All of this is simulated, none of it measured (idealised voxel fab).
Process module under the name voxel self aligned vias
FYI the section here is cut, 220 nm wide, cells are 5 nm squares.
If you're reading a cross-section in this doc, picture square cells in a grid; it comes to you as bands, top ones listed first down to the bottom, and a band can be one or more rows of cells. For a band, the entry starts with two heights in nm, that of the top and then that of the bottom, and carries on with the band's materials in order from left to right, each alongside its width in nm; the word "throughout" beside a single material means it fills the band edge to edge, and "empty" means empty space. Basically, 0 is our baseline, since under it the wafer straight out of the box is all one material. The bottom band has no lower end and keeps on going down, so it looks like "top 0, no bottom". Top row gets the first number, bottom row gets the second, and each row in between changes by the same step: that is how a band width like "30 to 40" works. "nothing altered" for a step: no cell of the cross-section changed in that step. Reported under the label "Completely sealed voids" are the empty spaces having no open way to the top and comprising 8 cells or more; the notation for each is width x height at distance, in which the distance is measured from the left edge and all three values are in nm. Text after the settings on a step's line: the simulator's own remark on that step. A step's line can hold "overlay nm"; with a mask on that step, the setting says how far right of the planned place the mask lay, while a negative setting says it lay to the left.

-- So here's the lineup of process steps we planned
1) RECEIVE (material Si)
2) CONFORMAL_DEP (material SiO2; thk nm 10)
3) CONFORMAL_DEP (material SiCN; thk nm 5)
4) DIRECTIONAL_DEP (material lowk; thk nm 25)
5) PATTERN (tone open; mask id LINES; material resist; width nm 20; pitch nm 65; thk nm 15; overlay nm 0)
6) DIRECTIONAL_ETCH (etch materials lowk; depth nm 25)
7) STRIP (etch materials resist)
8) CONFORMAL_DEP (material TiN; thk nm 5)
9) FILL_DEP (material Ru; thk nm 10)
10) CMP (height nm 40)
11) SELECTIVE_ETCH (etch materials W Ru TiN; depth nm 10)
12) FILL_DEP (material SiN; thk nm 10)
13) CMP (height nm 40)
14) DIRECTIONAL_DEP (material lowk; thk nm 20)
15) DIRECTIONAL_DEP (material aC; thk nm 10)
16) PATTERN (tone open; mask id VIAS; material resist; width nm 40; thk nm 25; overlay nm 0)
17) DIRECTIONAL_ETCH (etch materials aC; depth nm 10)
18) STRIP (etch materials resist)
19) DIRECTIONAL_ETCH (etch materials lowk; depth nm 20)
20) DIRECTIONAL_ETCH (etch materials SiN; depth nm 10)
21) STRIP (etch materials aC)
22) CONFORMAL_DEP (material TiN; thk nm 5)
23) FILL_DEP (material W; thk nm 5)
24) CMP (height nm 60)
25) CONFORMAL_DEP (material SiCN; thk nm 5)

-- Cross-section of the wafer as it came to us, i.e., already through step 1
- top 0, no bottom  Si throughout
- Completely sealed voids: none

-- Figure: cross-sectional view of the wafer upon completion of the module, processed from the initial state and according to the plan depicted above, with one error introduced during execution
- top 65, bottom 60  SiCN throughout
- top 60, bottom 40  lowk: 55; TiN: 5; W: 30; TiN: 5; lowk: 125
- top 40, bottom 35  SiN: 55; TiN: 5; W: 30; TiN: 5; SiN: 125
- top 35, bottom 30  SiN: 55; TiN: 40; SiN: 125
- top 30, bottom 10  lowk: 65; TiN: 5; Ru: 10; TiN: 5; lowk: 45; TiN: 5; Ru: 10; TiN: 5; lowk: 70
- top 10, bottom 5  lowk: 65; TiN: 20; lowk: 45; TiN: 20; lowk: 70
- top 5, bottom 0  SiCN throughout
- top 0, no bottom  Si throughout
- Completely sealed voids: none
The plan and the run diverged here: with respect to the plan, step 2 was omitted and not executed
